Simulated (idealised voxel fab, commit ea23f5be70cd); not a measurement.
process module | voxel tone inversion
cross-section cut | 145 nm wide | cells 5 nm
A cross-section is a grid of square cells, given in bands from the top down. A band is one or more rows of cells.
Each band's line starts with the height of the band's top and of its bottom, in nm. Then come its materials from left to right, each with its width in nm. One material with "throughout" fills the band from edge to edge. "air" is empty space.
Height 0 is the level under which the wafer as received is all one material. The lowest band goes on downwards, as in "0 down".
A width such as "30 to 40" changes by the same amount from each row of cells to the next, from the band's top row to its bottom row.
"no change" after a step means that no cell of the cross-section changed.
closed voids: empty space of 8 cells or more with no open way to the top, each as width x height at its distance from the left edge, in nm
after a step's settings: what the simulator itself notes on the step
overlay nm, on a step with a mask: how far to the right of its planned place the mask lay; to the left if negative
plan
1 op RECEIVE | material Si
2 op CONFORMAL_DEP | material SiN | thk nm 10
3 op DIRECTIONAL_DEP | material polySi | thk nm 15
4 op PATTERN | tone cover | mask id POSTS | material resist | width nm 15 | pitch nm 30 | thk nm 25 | overlay nm 0
5 op DIRECTIONAL_ETCH | etch materials polySi | depth nm 15
6 op STRIP | etch materials resist
7 op FILL_DEP | material SiO2 | thk nm 10
8 op CMP | height nm 25
9 op STRIP | etch materials polySi
10 op CONFORMAL_DEP | material TiN | thk nm 5
11 op FILL_DEP | material Ru | thk nm 10
12 op CMP | height nm 25
13 op CONFORMAL_DEP | material SiCN | thk nm 5
first wafer, as planned
as received, after step 1
  0 down: Si throughout
  closed voids: none
after step 2
  10 to 0: SiN throughout
  below 0: unchanged
after step 3
  25 to 10: polySi throughout
  below 10: unchanged
after step 4
  50 to 25: air 35 | resist 15 | air 15 | resist 15 | air 15 | resist 15 | air 35
  below 25: unchanged
after step 5
  50 to 25: air 35 | resist 15 | air 15 | resist 15 | air 15 | resist 15 | air 35
  25 to 10: air 35 | polySi 15 | air 15 | polySi 15 | air 15 | polySi 15 | air 35
  below 10: unchanged
after step 6
  25 to 10: air 35 | polySi 15 | air 15 | polySi 15 | air 15 | polySi 15 | air 35
  below 10: unchanged
after step 7
  35 to 25: SiO2 throughout
  25 to 10: SiO2 35 | polySi 15 | SiO2 15 | polySi 15 | SiO2 15 | polySi 15 | SiO2 35
  below 10: unchanged
after step 8
  25 to 10: SiO2 35 | polySi 15 | SiO2 15 | polySi 15 | SiO2 15 | polySi 15 | SiO2 35
  below 10: unchanged
after step 9
  25 to 10: SiO2 35 | air 15 | SiO2 15 | air 15 | SiO2 15 | air 15 | SiO2 35
  below 10: unchanged
after step 10
  30 to 25: TiN 40 | air 5 | TiN 25 | air 5 | TiN 25 | air 5 | TiN 40
  25 to 15: SiO2 35 | TiN 5 | air 5 | TiN 5 | SiO2 15 | TiN 5 | air 5 | TiN 5 | SiO2 15 | TiN 5 | air 5 | TiN 5 | SiO2 35
  15 to 10: SiO2 35 | TiN 15 | SiO2 15 | TiN 15 | SiO2 15 | TiN 15 | SiO2 35
  below 10: unchanged
after step 11
  40 to 30: Ru throughout
  30 to 25: TiN 40 | Ru 5 | TiN 25 | Ru 5 | TiN 25 | Ru 5 | TiN 40
  25 to 15: SiO2 35 | TiN 5 | Ru 5 | TiN 5 | SiO2 15 | TiN 5 | Ru 5 | TiN 5 | SiO2 15 | TiN 5 | Ru 5 | TiN 5 | SiO2 35
  below 15: unchanged
after step 12
  25 to 15: SiO2 35 | TiN 5 | Ru 5 | TiN 5 | SiO2 15 | TiN 5 | Ru 5 | TiN 5 | SiO2 15 | TiN 5 | Ru 5 | TiN 5 | SiO2 35
  below 15: unchanged
after step 13
  30 to 25: SiCN throughout
  below 25: unchanged
second wafer: like start, like plan, one mistake. Through step 1 it matches the first wafer
when step 2 should have ended
  15 to 0: polySi throughout
  below 0: unchanged
when step 3 should have ended
  25 to 15: SiN throughout
  below 15: unchanged
when step 4 should have ended
  50 to 25: air 35 | resist 15 | air 15 | resist 15 | air 15 | resist 15 | air 35
  below 25: unchanged
when step 5 should have ended: no change
when step 6 should have ended
  25 to 15: SiN throughout
  below 15: unchanged
when step 7 should have ended
  35 to 25: SiO2 throughout
  below 25: unchanged
when step 8 should have ended
  25 to 15: SiN throughout
  below 15: unchanged
when step 9 should have ended: no change
when step 10 should have ended
  30 to 25: TiN throughout
  below 25: unchanged
when step 11 should have ended
  40 to 30: Ru throughout
  below 30: unchanged
when step 12 should have ended
  25 to 15: SiN throughout
  below 15: unchanged
when step 13 should have ended
  30 to 25: SiCN throughout
  below 25: unchanged
what went wrong: steps 2 and 3 were swapped
at the end the second wafer has, in cells: 6 fewer of Ru | 60 fewer of SiO2 | 21 fewer of TiN | 87 more of polySi
